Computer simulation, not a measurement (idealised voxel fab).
The following process module bears the name voxel self aligned vias.
Displayed cross-section: cut, width of 280 nm, square cells sized 5 nm.
Cross-section spec: square-cell grid; bands listed top down; each band is one or more rows. Within each band entry, the heights of the top and of the bottom of the band appear first, in that order and in nm; the materials of the band then follow from left to right, each with its corresponding width in nm. The designation "throughout" on a single material indicates that it fills the band from edge to edge; the designation "empty" indicates empty space. Measure heights from 0. That's the level where, below it, the as-received wafer is all one material. The lowest band is bottomless and extends downward; write it as in "0 down". It should be noted that a width expressed as "30..40" varies in equal increments from row to row of cells within the band, taking the value of the first number at the top row and that of the second number at the bottom row. "nothing different", as given for a step, is the statement that not any cell of the cross-section underwent a change during that step. Empty spaces counting at least 8 cells and having no open way to the top are listed in "Enclosed internal cavities". The notation width x height at distance is used for each, the distance being from the left edge and all three values in nm. If you see something after the settings on a step's line, that's the simulator's own remark about that step. overlay nm: how far to the right of its planned place the mask lay on this masked step (negative: to the left).
Steps in the process plan
1,RECEIVE: material Si
2,CONFORMAL_DEP: material SiO2, thk nm 10
3,CONFORMAL_DEP: material SiCN, thk nm 5
4,DIRECTIONAL_DEP: material lowk, thk nm 20
5,MASKED_ETCH: tone open, mask id LINES, width nm 20, pitch nm 65, etch materials lowk, depth nm 20, overlay nm 0
6,CONFORMAL_DEP: material TiN, thk nm 5
7,FILL_DEP: material W, thk nm 10
8,CMP: height nm 35
9,SELECTIVE_ETCH: etch materials W Ru TiN, depth nm 5
10,FILL_DEP: material SiN, thk nm 10
11,CMP: height nm 35
12,DIRECTIONAL_DEP: material lowk, thk nm 20
13,PATTERN: tone open, mask id VIAS, material resist, width nm 40, thk nm 15, overlay nm 0
14,DIRECTIONAL_ETCH: etch materials lowk, depth nm 20
15,DIRECTIONAL_ETCH: etch materials SiN, depth nm 5
16,STRIP: etch materials resist
17,CONFORMAL_DEP: material TiN, thk nm 5
18,FILL_DEP: material Ru, thk nm 5
19,CMP: height nm 55
20,CONFORMAL_DEP: material SiN, thk nm 5
Cross-section of the wafer as it came to us, i.e., already through step 1
	0 down = Si throughout
	Enclosed internal cavities: none
Post-module cross-section of the first of two wafers (run per plan)
	60 to 55 = SiN throughout
	55 to 40 = lowk: 85, TiN: 5, Ru: 30, TiN: 5, lowk: 155
	40 to 35 = lowk: 85, TiN: 15, Ru: 10, TiN: 15, lowk: 155
	35 to 30 = lowk: 95, TiN: 20, lowk: 45, SiN: 20, lowk: 100
	30 to 20 = lowk: 95, TiN: 5, W: 10, TiN: 5, lowk: 45, TiN: 5, W: 10, TiN: 5, lowk: 100
	20 to 15 = lowk: 95, TiN: 20, lowk: 45, TiN: 20, lowk: 100
	15 to 10 = SiCN throughout
	10 to 0 = SiO2 throughout
	0 down = Si throughout
	Enclosed internal cavities: none
This cross-section belongs to the second wafer of two at the end of the module; the start and the plan were shared with the first, and the run included one mistake
	60 to 55 = SiN throughout
	55 to 40 = lowk: 85, TiN: 5, Ru: 30, TiN: 5, lowk: 155
	40 to 35 = lowk: 85, TiN: 15, Ru: 10, TiN: 15, lowk: 155
	35 to 30 = lowk: 95, TiN: 20, lowk: 45, SiN: 20, lowk: 100
	30 to 20 = lowk: 95, TiN: 5, W: 10, TiN: 5, lowk: 45, TiN: 5, W: 10, TiN: 5, lowk: 100
	20 to 15 = lowk: 95, TiN: 20, lowk: 45, TiN: 20, lowk: 100
	15 to 10 = SiCN throughout
	10 to 0 = Ru throughout
	0 down = Si throughout
	Enclosed internal cavities: none
Misprocessing identified: step 2 off recipe, ran as CONFORMAL_DEP: material Ru, thk nm 10
The final cell counts differ between the wafers, with the second having more or fewer of some materials than the first: 112 more of Ru | 112 fewer of SiO2
